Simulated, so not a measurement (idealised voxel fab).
process module | voxel released beams
cross-section cut | 245 nm wide | cells 5 nm
A cross-section is a grid of square cells, given in bands from the top down. A band is one or more rows of cells.
Each band's line starts with the height of the band's top and of its bottom, in nm. Then come its materials from left to right, each with its width in nm. One material with "throughout" fills the band from edge to edge. "air" is empty space.
Height 0 is the level under which the wafer as received is all one material. The lowest band goes on downwards, as in "0 down".
A width such as "30 to 40" changes by the same amount from each row of cells to the next, from the band's top row to its bottom row.
"no change" after a step means that no cell of the cross-section changed.
closed voids: empty space of 8 cells or more with no open way to the top, each as width x height at its distance from the left edge, in nm
after a step's settings: what the simulator itself notes on the step
overlay nm, on a step with a mask: how far to the right of its planned place the mask lay; to the left if negative
plan
1 op RECEIVE | material Si
2 op CONFORMAL_DEP | material SiN | thk nm 5
3 op DIRECTIONAL_DEP | material SiO2 | thk nm 20
4 op MASKED_ETCH | tone open | mask id ANCHOR | width nm 25 | etch materials SiO2 | depth nm 20 | overlay nm 0
5 op CONFORMAL_DEP | material TiN | thk nm 10
6 op DIRECTIONAL_DEP | material aC | thk nm 15
7 op PATTERN | tone cover | mask id BEAM | material resist | width nm 100 | thk nm 30 | overlay nm 0
8 op DIRECTIONAL_ETCH | etch materials aC | depth nm 15
9 op STRIP | etch materials resist
10 op DIRECTIONAL_ETCH | etch materials TiN | depth nm 10
11 op STRIP | etch materials aC
12 op STRIP | etch materials SiO2
first wafer, as planned
as received, after step 1
  0 down: Si throughout
  closed voids: none
after step 2
  5 to 0: SiN throughout
  below 0: unchanged
after step 3
  25 to 5: SiO2 throughout
  below 5: unchanged
after step 4
  25 to 5: SiO2 75 | air 25 | SiO2 145
  below 5: unchanged
after step 5
  35 to 25: TiN 85 | air 5 | TiN 155
  25 to 15: SiO2 75 | TiN 10 | air 5 | TiN 10 | SiO2 145
  15 to 5: SiO2 75 | TiN 25 | SiO2 145
  below 5: unchanged
after step 6
  50 to 35: aC 85 | air 5 | aC 155
  35 to 30: TiN 85 | air 5 | TiN 155
  30 to 25: TiN 85 | aC 5 | TiN 155
  25 to 15: SiO2 75 | TiN 10 | aC 5 | TiN 10 | SiO2 145
  below 15: unchanged
after step 7
  80 to 50: air 70 | resist 100 | air 75
  50 to 35: aC 85 | resist 5 | aC 155
  35 to 30: TiN 85 | resist 5 | TiN 155
  below 30: unchanged
after step 8
  65 to 50: air 70 | resist 100 | air 75
  50 to 35: air 70 | aC 15 | resist 5 | aC 80 | air 75
  below 35: unchanged
after step 9
  50 to 35: air 70 | aC 15 | air 5 | aC 80 | air 75
  35 to 30: TiN 85 | air 5 | TiN 155
  below 30: unchanged
after step 10
  50 to 35: air 70 | aC 15 | air 5 | aC 80 | air 75
  35 to 30: air 70 | TiN 15 | air 5 | TiN 80 | air 75
  30 to 25: air 70 | TiN 15 | aC 5 | TiN 80 | air 75
  below 25: unchanged
after step 11
  35 to 25: air 70 | TiN 15 | air 5 | TiN 80 | air 75
  25 to 15: SiO2 75 | TiN 10 | air 5 | TiN 10 | SiO2 145
  below 15: unchanged
after step 12
  35 to 25: air 70 | TiN 15 | air 5 | TiN 80 | air 75
  25 to 15: air 75 | TiN 10 | air 5 | TiN 10 | air 145
  15 to 5: air 75 | TiN 25 | air 145
  below 5: unchanged
second wafer: like start, like plan, one mistake. Through step 3 it matches the first wafer
when step 4 should have ended
  25 to 5: air 75 | SiO2 25 | air 145
  below 5: unchanged
when step 5 should have ended
  35 to 25: air 65 | TiN 45 | air 135
  25 to 15: air 65 | TiN 10 | SiO2 25 | TiN 10 | air 135
  15 to 5: TiN 75 | SiO2 25 | TiN 145
  below 5: unchanged
when step 6 should have ended
  50 to 35: air 65 | aC 45 | air 135
  35 to 30: air 65 | TiN 45 | air 135
  30 to 25: aC 65 | TiN 45 | aC 135
  25 to 15: aC 65 | TiN 10 | SiO2 25 | TiN 10 | aC 135
  below 15: unchanged
when step 7 should have ended
  80 to 50: air 70 | resist 100 | air 75
  50 to 35: air 65 | aC 45 | resist 60 | air 75
  35 to 30: air 65 | TiN 45 | resist 60 | air 75
  below 30: unchanged
when step 8 should have ended
  65 to 50: air 70 | resist 100 | air 75
  50 to 35: air 70 | aC 40 | resist 60 | air 75
  35 to 30: air 65 | TiN 45 | resist 60 | air 75
  30 to 25: air 65 | TiN 45 | aC 60 | air 75
  25 to 15: air 65 | TiN 10 | SiO2 25 | TiN 10 | aC 60 | air 75
  below 15: unchanged
when step 9 should have ended
  50 to 35: air 70 | aC 40 | air 135
  35 to 30: air 65 | TiN 45 | air 135
  below 30: unchanged
when step 10 should have ended
  50 to 35: air 70 | aC 40 | air 135
  35 to 30: air 70 | TiN 40 | air 135
  30 to 25: air 70 | TiN 40 | aC 60 | air 75
  25 to 15: air 65 | TiN 10 | SiO2 25 | TiN 10 | aC 60 | air 75
  15 to 5: air 65 | TiN 10 | SiO2 25 | TiN 70 | air 75
  below 5: unchanged
when step 11 should have ended
  35 to 25: air 70 | TiN 40 | air 135
  25 to 15: air 65 | TiN 10 | SiO2 25 | TiN 10 | air 135
  below 15: unchanged
when step 12 should have ended: no change
what went wrong: step 4 ran as: op MASKED_ETCH | tone cover | mask id ANCHOR | width nm 25 | etch materials SiO2 | depth nm 20 | overlay nm 0
at the end the second wafer has, in cells: 20 more of SiO2
